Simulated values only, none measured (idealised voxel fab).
This section sets out a process module, namely voxel double patterning.
Section cut is 185 nm wide and gridded with 5 nm square cells.
A cross-section is written here as square cells arranged in a grid, and it is given in bands from the top down, each band taking up one or more rows of cells.
It is stipulated that each band's entry specify, in nanometres, the height of the top of the band and then that of its bottom, followed by the materials of the band in left-to-right sequence, each together with its width in nanometres. A single material marked by the word "edge to edge" is understood to fill the band from edge to edge; the word "air" is understood to denote empty space.
Measure heights from 0. That's the level where, below it, the as-received wafer is all one material. The lowest band is bottomless and extends downward; write it as in "z 0 and below".
Top row gets the first number, bottom row gets the second, and each row in between changes by the same step: that is how a band width like "30 to 40" works.
Step marked "nothing changed"? Then no cell in the cross-section changed in it.
Any empty space of 8 cells or more lacking an open way to the top shows up in "Non-vented voids" as width x height at distance, distance from the left edge, in nm.
Formally, on a step line, whatever follows the settings is a remark that the simulator itself makes on the step.
If you see "overlay nm" on a step's line and that step has a mask, it's telling you how far right of where it was planned the mask ended up; a negative number means it went left instead.
# The process steps that were planned are listed below
1: RECEIVE | material Si
2: CONFORMAL_DEP | material SiO2 | thk nm 5
3: DIRECTIONAL_DEP | material TiN | thk nm 15
4: DIRECTIONAL_DEP | material SiN | thk nm 10
5: DIRECTIONAL_DEP | material aC | thk nm 15
6: PATTERN | tone open | mask id FIRST | material resist | width nm 15 | pitch nm 50 | thk nm 30 | overlay nm 0
7: DIRECTIONAL_ETCH | etch materials aC | depth nm 15
8: STRIP | etch materials resist
9: DIRECTIONAL_ETCH | etch materials SiN | depth nm 10
10: STRIP | etch materials aC
11: PATTERN | tone open | mask id SECOND | material resist | width nm 15 | pitch nm 50 | thk nm 20 | overlay nm 0
12: DIRECTIONAL_ETCH | etch materials SiN | depth nm 10
13: STRIP | etch materials resist
14: DIRECTIONAL_ETCH | etch materials TiN | depth nm 15
15: STRIP | etch materials SiN
# The first wafer of two, processed as planned
# Cross-section: wafer on arrival = after step 1
z 0 and below | Si edge to edge
Non-vented voids: none
# Step 2 done - wafer cross-section
z 5 to 0 | SiO2 edge to edge
Below 0, no change.
# Step 3 done - wafer cross-section
z 20 to 5 | TiN edge to edge
Below 5, no change.
# Step 4 done - wafer cross-section
z 30 to 20 | SiN edge to edge
Below 20, no change.
# Step 5 done - wafer cross-section
z 45 to 30 | aC edge to edge
Below 30, no change.
# Step 6 done - wafer cross-section
z 75 to 45 | resist 35, air 15, resist 35, air 15, resist 35, air 15, resist 35
Below 45, no change.
# Step 7 done - wafer cross-section
z 60 to 45 | resist 35, air 15, resist 35, air 15, resist 35, air 15, resist 35
z 45 to 30 | aC 35, air 15, aC 35, air 15, aC 35, air 15, aC 35
Below 30, no change.
# Step 8 done - wafer cross-section
z 45 to 30 | aC 35, air 15, aC 35, air 15, aC 35, air 15, aC 35
Below 30, no change.
# Step 9 done - wafer cross-section
z 45 to 30 | aC 35, air 15, aC 35, air 15, aC 35, air 15, aC 35
z 30 to 20 | SiN 35, air 15, SiN 35, air 15, SiN 35, air 15, SiN 35
Below 20, no change.
# Step 10 done - wafer cross-section
z 30 to 20 | SiN 35, air 15, SiN 35, air 15, SiN 35, air 15, SiN 35
Below 20, no change.
# Step 11 done - wafer cross-section
z 50 to 30 | resist 60, air 15, resist 35, air 15, resist 60
z 30 to 20 | SiN 35, resist 15, SiN 35, resist 15, SiN 35, resist 15, SiN 35
Below 20, no change.
# Step 12 done - wafer cross-section
z 50 to 30 | resist 60, air 15, resist 35, air 15, resist 60
z 30 to 20 | SiN 35, resist 15, SiN 10, air 15, SiN 10, resist 15, SiN 10, air 15, SiN 10, resist 15, SiN 35
Below 20, no change.
# Step 13 done - wafer cross-section
z 30 to 20 | SiN 35, air 15, SiN 10, air 15, SiN 10, air 15, SiN 10, air 15, SiN 10, air 15, SiN 35
Below 20, no change.
# Step 14 done - wafer cross-section
z 30 to 20 | SiN 35, air 15, SiN 10, air 15, SiN 10, air 15, SiN 10, air 15, SiN 10, air 15, SiN 35
z 20 to 5 | TiN 35, air 15, TiN 10, air 15, TiN 10, air 15, TiN 10, air 15, TiN 10, air 15, TiN 35
Below 5, no change.
# Step 15 done - wafer cross-section
z 20 to 5 | TiN 35, air 15, TiN 10, air 15, TiN 10, air 15, TiN 10, air 15, TiN 10, air 15, TiN 35
Below 5, no change.
# Companion wafer, the second of two: same beginning, same intended sequence, one mistake in carrying it out; through step 2 inclusive it tracks the first exactly
# Look at the second wafer in cross-section at the time step 3 ought to have finished
z 35 to 5 | TiN edge to edge
Below 5, no change.
# Look at the second wafer in cross-section at the time step 4 ought to have finished
z 45 to 35 | SiN edge to edge
Below 35, no change.
# Look at the second wafer in cross-section at the time step 5 ought to have finished
z 60 to 45 | aC edge to edge
Below 45, no change.
# Look at the second wafer in cross-section at the time step 6 ought to have finished
z 90 to 60 | resist 35, air 15, resist 35, air 15, resist 35, air 15, resist 35
Below 60, no change.
# Look at the second wafer in cross-section at the time step 7 ought to have finished
z 75 to 60 | resist 35, air 15, resist 35, air 15, resist 35, air 15, resist 35
z 60 to 45 | aC 35, air 15, aC 35, air 15, aC 35, air 15, aC 35
Below 45, no change.
# Look at the second wafer in cross-section at the time step 8 ought to have finished
z 60 to 45 | aC 35, air 15, aC 35, air 15, aC 35, air 15, aC 35
Below 45, no change.
# Look at the second wafer in cross-section at the time step 9 ought to have finished
z 60 to 45 | aC 35, air 15, aC 35, air 15, aC 35, air 15, aC 35
z 45 to 35 | SiN 35, air 15, SiN 35, air 15, SiN 35, air 15, SiN 35
Below 35, no change.
# Look at the second wafer in cross-section at the time step 10 ought to have finished
z 45 to 35 | SiN 35, air 15, SiN 35, air 15, SiN 35, air 15, SiN 35
Below 35, no change.
# Look at the second wafer in cross-section at the time step 11 ought to have finished
z 65 to 45 | resist 60, air 15, resist 35, air 15, resist 60
z 45 to 35 | SiN 35, resist 15, SiN 35, resist 15, SiN 35, resist 15, SiN 35
Below 35, no change.
# Look at the second wafer in cross-section at the time step 12 ought to have finished
z 65 to 45 | resist 60, air 15, resist 35, air 15, resist 60
z 45 to 35 | SiN 35, resist 15, SiN 10, air 15, SiN 10, resist 15, SiN 10, air 15, SiN 10, resist 15, SiN 35
Below 35, no change.
# Look at the second wafer in cross-section at the time step 13 ought to have finished
z 45 to 35 | SiN 35, air 15, SiN 10, air 15, SiN 10, air 15, SiN 10, air 15, SiN 10, air 15, SiN 35
Below 35, no change.
# Look at the second wafer in cross-section at the time step 14 ought to have finished
z 45 to 35 | SiN 35, air 15, SiN 10, air 15, SiN 10, air 15, SiN 10, air 15, SiN 10, air 15, SiN 35
z 35 to 20 | TiN 35, air 15, TiN 10, air 15, TiN 10, air 15, TiN 10, air 15, TiN 10, air 15, TiN 35
Below 20, no change.
# Look at the second wafer in cross-section at the time step 15 ought to have finished
z 35 to 20 | TiN 35, air 15, TiN 10, air 15, TiN 10, air 15, TiN 10, air 15, TiN 10, air 15, TiN 35
Below 20, no change.
Deviation noted in wafer processing: twice, step 3 of the plan was run
at the end the second wafer has, in cells: TiN: 111 more
